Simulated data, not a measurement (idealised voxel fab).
process module | voxel ribs on slabs
cross-section cut | 270 nm wide | cells 5 nm
A cross-section is a grid of square cells, given in bands from the top down. A band is one or more rows of cells.
Each band's line starts with the height of the band's top and of its bottom, in nm. Then come its materials from left to right, each with its width in nm. One material with "throughout" fills the band from edge to edge. "air" is empty space.
Height 0 is the level under which the wafer as received is all one material. The lowest band goes on downwards, as in "0 down".
A width such as "30 to 40" changes by the same amount from each row of cells to the next, from the band's top row to its bottom row.
"no change" after a step means that no cell of the cross-section changed.
closed voids: empty space of 8 cells or more with no open way to the top, each as width x height at its distance from the left edge, in nm
after a step's settings: what the simulator itself notes on the step
overlay nm, on a step with a mask: how far to the right of its planned place the mask lay; to the left if negative
plan
1 op RECEIVE | material Si
2 op DIRECTIONAL_DEP | material SiO2 | thk nm 25
3 op DIRECTIONAL_DEP | material SiN | thk nm 20
4 op PATTERN | tone cover | mask id RIB | material resist | width nm 15 | thk nm 20 | overlay nm 0
5 op DIRECTIONAL_ETCH | etch materials SiN | depth nm 5
6 op STRIP | etch materials resist
7 op PATTERN | tone cover | mask id SLAB | material resist | width nm 75 | thk nm 20 | overlay nm 0
8 op DIRECTIONAL_ETCH | etch materials SiN | depth nm 15
9 op STRIP | etch materials resist
10 op FILL_DEP | material SiO2 | thk nm 25
11 op CMP | height nm 60
12 op DIRECTIONAL_DEP | material W | thk nm 5
13 op MASKED_ETCH | tone cover | mask id HEATER | width nm 25 | etch materials W | depth nm 5 | overlay nm 0
14 op CONFORMAL_DEP | material SiO2 | thk nm 5
as received, after step 1
  0 down: Si throughout
  closed voids: none
first wafer at the end, as planned
  70 to 65: air 115 | SiO2 35 | air 120
  65 to 60: SiO2 120 | W 25 | SiO2 125
  60 to 45: SiO2 throughout
  45 to 40: SiO2 125 | SiN 15 | SiO2 130
  40 to 25: SiO2 95 | SiN 75 | SiO2 100
  25 to 0: SiO2 throughout
  0 down: Si throughout
  closed voids: none
second wafer at the end: like start, like plan, one mistake
  65 to 60: air 120 | W 25 | air 125
  60 to 45: SiO2 throughout
  45 to 40: SiO2 125 | SiN 15 | SiO2 130
  40 to 25: SiO2 95 | SiN 75 | SiO2 100
  25 to 0: SiO2 throughout
  0 down: Si throughout
  closed voids: none
what went wrong: step 14 was left out
at the end the second wafer has, in cells: 56 fewer of SiO2
